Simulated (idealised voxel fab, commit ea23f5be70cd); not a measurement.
process module | voxel self aligned contacts
cross-section cut | 175 nm wide | cells 5 nm
A cross-section is a grid of square cells, given in bands from the top down. A band is one or more rows of cells.
Each band's line starts with the height of the band's top and of its bottom, in nm. Then come its materials from left to right, each with its width in nm. One material with "throughout" fills the band from edge to edge. "air" is empty space.
Height 0 is the level under which the wafer as received is all one material. The lowest band goes on downwards, as in "0 down".
A width such as "30 to 40" changes by the same amount from each row of cells to the next, from the band's top row to its bottom row.
"no change" after a step means that no cell of the cross-section changed.
closed voids: empty space of 8 cells or more with no open way to the top, each as width x height at its distance from the left edge, in nm
after a step's settings: what the simulator itself notes on the step
overlay nm, on a step with a mask: how far to the right of its planned place the mask lay; to the left if negative
plan
1 op RECEIVE | material Si
2 op CONFORMAL_DEP | material SiO2 | thk nm 5
3 op DIRECTIONAL_DEP | material polySi | thk nm 25
4 op DIRECTIONAL_DEP | material SiN | thk nm 15
5 op DIRECTIONAL_DEP | material aC | thk nm 10
6 op PATTERN | tone cover | mask id GATE | material resist | width nm 30 | pitch nm 55 | thk nm 30 | overlay nm 0
7 op DIRECTIONAL_ETCH | etch materials aC | depth nm 10
8 op STRIP | etch materials resist
9 op DIRECTIONAL_ETCH | etch materials SiN | depth nm 15
10 op DIRECTIONAL_ETCH | etch materials polySi | depth nm 25
11 op STRIP | etch materials aC
12 op CONFORMAL_DEP | material SiN | thk nm 5
13 op DIRECTIONAL_ETCH | etch materials SiN | depth nm 5
14 op FILL_DEP | material SiO2 | thk nm 20
15 op CMP | height nm 55
16 op MASKED_ETCH | tone open | mask id CONTACT | width nm 35 | etch materials SiO2 | depth nm 55 | overlay nm 0
17 op CONFORMAL_DEP | material TiN | thk nm 5
18 op FILL_DEP | material Ru | thk nm 5
19 op CMP | height nm 55
20 op CONFORMAL_DEP | material SiCN | thk nm 5
first wafer, as planned
as received, after step 1
  0 down: Si throughout
  closed voids: none
after step 2
  5 to 0: SiO2 throughout
  below 0: unchanged
after step 3
  30 to 5: polySi throughout
  below 5: unchanged
after step 4
  45 to 30: SiN throughout
  below 30: unchanged
after step 5
  55 to 45: aC throughout
  below 45: unchanged
after step 6
  85 to 55: air 45 | resist 30 | air 25 | resist 30 | air 45
  below 55: unchanged
after step 7
  75 to 55: air 45 | resist 30 | air 25 | resist 30 | air 45
  55 to 45: air 45 | aC 30 | air 25 | aC 30 | air 45
  below 45: unchanged
after step 8
  55 to 45: air 45 | aC 30 | air 25 | aC 30 | air 45
  below 45: unchanged
after step 9
  55 to 45: air 45 | aC 30 | air 25 | aC 30 | air 45
  45 to 30: air 45 | SiN 30 | air 25 | SiN 30 | air 45
  below 30: unchanged
after step 10
  55 to 45: air 45 | aC 30 | air 25 | aC 30 | air 45
  45 to 30: air 45 | SiN 30 | air 25 | SiN 30 | air 45
  30 to 5: air 45 | polySi 30 | air 25 | polySi 30 | air 45
  below 5: unchanged
after step 11
  45 to 30: air 45 | SiN 30 | air 25 | SiN 30 | air 45
  below 30: unchanged
after step 12
  50 to 30: air 40 | SiN 40 | air 15 | SiN 40 | air 40
  30 to 10: air 40 | SiN 5 | polySi 30 | SiN 5 | air 15 | SiN 5 | polySi 30 | SiN 5 | air 40
  10 to 5: SiN 45 | polySi 30 | SiN 25 | polySi 30 | SiN 45
  below 5: unchanged
after step 13
  45 to 30: air 40 | SiN 40 | air 15 | SiN 40 | air 40
  30 to 5: air 40 | SiN 5 | polySi 30 | SiN 5 | air 15 | SiN 5 | polySi 30 | SiN 5 | air 40
  below 5: unchanged
after step 14
  65 to 45: SiO2 throughout
  45 to 30: SiO2 40 | SiN 40 | SiO2 15 | SiN 40 | SiO2 40
  30 to 5: SiO2 40 | SiN 5 | polySi 30 | SiN 5 | SiO2 15 | SiN 5 | polySi 30 | SiN 5 | SiO2 40
  below 5: unchanged
after step 15
  55 to 45: SiO2 throughout
  below 45: unchanged
after step 16
  55 to 45: SiO2 70 | air 35 | SiO2 70
  45 to 30: SiO2 40 | SiN 40 | air 15 | SiN 40 | SiO2 40
  30 to 5: SiO2 40 | SiN 5 | polySi 30 | SiN 5 | air 15 | SiN 5 | polySi 30 | SiN 5 | SiO2 40
  5 to 0: SiO2 80 | air 15 | SiO2 80
  below 0: unchanged
after step 17
  60 to 55: TiN 75 | air 25 | TiN 75
  55 to 45: SiO2 70 | TiN 5 to 15 | air 25 to 5 | TiN 5 to 15 | SiO2 70
  45 to 30: SiO2 40 | SiN 40 | TiN 5 | air 5 | TiN 5 | SiN 40 | SiO2 40
  30 to 5: SiO2 40 | SiN 5 | polySi 30 | SiN 5 | TiN 5 | air 5 | TiN 5 | SiN 5 | polySi 30 | SiN 5 | SiO2 40
  5 to 0: SiO2 80 | TiN 15 | SiO2 80
  below 0: unchanged
after step 18
  65 to 60: Ru throughout
  60 to 55: TiN 75 | Ru 25 | TiN 75
  55 to 45: SiO2 70 | TiN 5 to 15 | Ru 25 to 5 | TiN 5 to 15 | SiO2 70
  45 to 30: SiO2 40 | SiN 40 | TiN 5 | Ru 5 | TiN 5 | SiN 40 | SiO2 40
  30 to 5: SiO2 40 | SiN 5 | polySi 30 | SiN 5 | TiN 5 | Ru 5 | TiN 5 | SiN 5 | polySi 30 | SiN 5 | SiO2 40
  below 5: unchanged
after step 19
  55 to 45: SiO2 70 | TiN 5 to 15 | Ru 25 to 5 | TiN 5 to 15 | SiO2 70
  below 45: unchanged
after step 20
  60 to 55: SiCN throughout
  below 55: unchanged
second wafer: like start, like plan, one mistake. Through step 15 it matches the first wafer
when step 16 should have ended
  55 to 45: air 70 | SiO2 35 | air 70
  45 to 30: air 40 | SiN 40 | SiO2 15 | SiN 40 | air 40
  30 to 5: air 40 | SiN 5 | polySi 30 | SiN 5 | SiO2 15 | SiN 5 | polySi 30 | SiN 5 | air 40
  5 to 0: air 40 | SiO2 95 | air 40
  below 0: unchanged
when step 17 should have ended
  60 to 55: air 65 | TiN 45 | air 65
  55 to 45: air 65 to 35 | TiN 5 to 35 | SiO2 35 | TiN 5 to 35 | air 65 to 35
  45 to 30: air 35 | TiN 5 | SiN 40 | SiO2 15 | SiN 40 | TiN 5 | air 35
  30 to 5: air 35 | TiN 5 | SiN 5 | polySi 30 | SiN 5 | SiO2 15 | SiN 5 | polySi 30 | SiN 5 | TiN 5 | air 35
  5 to 0: TiN 40 | SiO2 95 | TiN 40
  below 0: unchanged
when step 18 should have ended
  65 to 60: Ru throughout
  60 to 55: Ru 65 | TiN 45 | Ru 65
  55 to 45: Ru 65 to 35 | TiN 5 to 35 | SiO2 35 | TiN 5 to 35 | Ru 65 to 35
  45 to 30: Ru 35 | TiN 5 | SiN 40 | SiO2 15 | SiN 40 | TiN 5 | Ru 35
  30 to 5: Ru 35 | TiN 5 | SiN 5 | polySi 30 | SiN 5 | SiO2 15 | SiN 5 | polySi 30 | SiN 5 | TiN 5 | Ru 35
  below 5: unchanged
when step 19 should have ended
  55 to 45: Ru 65 to 35 | TiN 5 to 35 | SiO2 35 | TiN 5 to 35 | Ru 65 to 35
  below 45: unchanged
when step 20 should have ended
  60 to 55: SiCN throughout
  below 55: unchanged
what went wrong: step 16 ran as: op MASKED_ETCH | tone cover | mask id CONTACT | width nm 35 | etch materials SiO2 | depth nm 55 | overlay nm 0
at the end the second wafer has, in cells: 138 more of Ru | 159 fewer of SiO2 | 21 more of TiN
